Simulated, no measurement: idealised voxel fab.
process module | voxel self aligned vias
cross-section cut | 205 nm wide | cells 5 nm
A cross-section is a grid of square cells, given in bands from the top down. A band is one or more rows of cells.
Each band's line starts with the height of the band's top and of its bottom, in nm. Then come its materials from left to right, each with its width in nm. One material with "throughout" fills the band from edge to edge. "air" is empty space.
Height 0 is the level under which the wafer as received is all one material. The lowest band goes on downwards, as in "0 down".
A width such as "30 to 40" changes by the same amount from each row of cells to the next, from the band's top row to its bottom row.
"no change" after a step means that no cell of the cross-section changed.
closed voids: empty space of 8 cells or more with no open way to the top, each as width x height at its distance from the left edge, in nm
after a step's settings: what the simulator itself notes on the step
overlay nm, on a step with a mask: how far to the right of its planned place the mask lay; to the left if negative
plan
1 op RECEIVE | material Si
2 op CONFORMAL_DEP | material SiO2 | thk nm 10
3 op CONFORMAL_DEP | material SiCN | thk nm 5
4 op DIRECTIONAL_DEP | material lowk | thk nm 20
5 op PATTERN | tone open | mask id LINES | material resist | width nm 25 | pitch nm 65 | thk nm 20 | overlay nm 0
6 op DIRECTIONAL_ETCH | etch materials lowk | depth nm 20
7 op STRIP | etch materials resist
8 op CONFORMAL_DEP | material TiN | thk nm 5
9 op FILL_DEP | material Ru | thk nm 5
10 op CMP | height nm 35
11 op SELECTIVE_ETCH | etch materials W Ru TiN | depth nm 10
12 op FILL_DEP | material SiN | thk nm 5
13 op CMP | height nm 35
14 op DIRECTIONAL_DEP | material lowk | thk nm 15
15 op DIRECTIONAL_DEP | material aC | thk nm 10
16 op PATTERN | tone open | mask id VIAS | material resist | width nm 45 | thk nm 25 | overlay nm 0
17 op DIRECTIONAL_ETCH | etch materials aC | depth nm 10
18 op STRIP | etch materials resist
19 op DIRECTIONAL_ETCH | etch materials lowk | depth nm 15
20 op DIRECTIONAL_ETCH | etch materials SiN | depth nm 10
21 op STRIP | etch materials aC
22 op CONFORMAL_DEP | material TiN | thk nm 5
23 op FILL_DEP | material Cu | thk nm 5
24 op CMP | height nm 50
25 op CONFORMAL_DEP | material SiN | thk nm 5
as received, after step 1
  0 down: Si throughout
  closed voids: none
first wafer at the end, as planned
  55 to 50: SiN throughout
  50 to 40: lowk 45 | TiN 5 | Cu 35 | TiN 5 | lowk 115
  40 to 35: lowk 45 | TiN 15 | Cu 15 | TiN 15 | lowk 115
  35 to 30: lowk 55 | TiN 5 | Cu 15 | TiN 5 | lowk 40 | SiN 25 | lowk 60
  30 to 25: lowk 55 | TiN 25 | lowk 40 | SiN 25 | lowk 60
  25 to 20: lowk 55 | TiN 5 | Ru 15 | TiN 5 | lowk 40 | TiN 5 | Ru 15 | TiN 5 | lowk 60
  20 to 15: lowk 55 | TiN 25 | lowk 40 | TiN 25 | lowk 60
  15 to 10: SiCN throughout
  10 to 0: SiO2 throughout
  0 down: Si throughout
  closed voids: none
second wafer at the end: like start, like plan, one mistake
  55 to 50: SiN throughout
  50 to 40: lowk 50 | TiN 5 | Cu 30 | TiN 5 | lowk 115
  40 to 35: lowk 50 | TiN 10 | Cu 15 | TiN 15 | lowk 115
  35 to 30: lowk 55 | TiN 5 | Cu 15 | TiN 5 | lowk 40 | SiN 25 | lowk 60
  30 to 25: lowk 55 | TiN 25 | lowk 40 | SiN 25 | lowk 60
  25 to 20: lowk 55 | TiN 5 | Ru 15 | TiN 5 | lowk 40 | TiN 5 | Ru 15 | TiN 5 | lowk 60
  20 to 15: lowk 55 | TiN 25 | lowk 40 | TiN 25 | lowk 60
  15 to 10: SiCN throughout
  10 to 0: SiO2 throughout
  0 down: Si throughout
  closed voids: none
what went wrong: step 16 ran as: op PATTERN | tone open | mask id VIAS | material resist | width nm 40 | thk nm 25 | overlay nm 0
at the end the second wafer has, in cells: 2 fewer of Cu | 1 fewer of TiN | 3 more of lowk
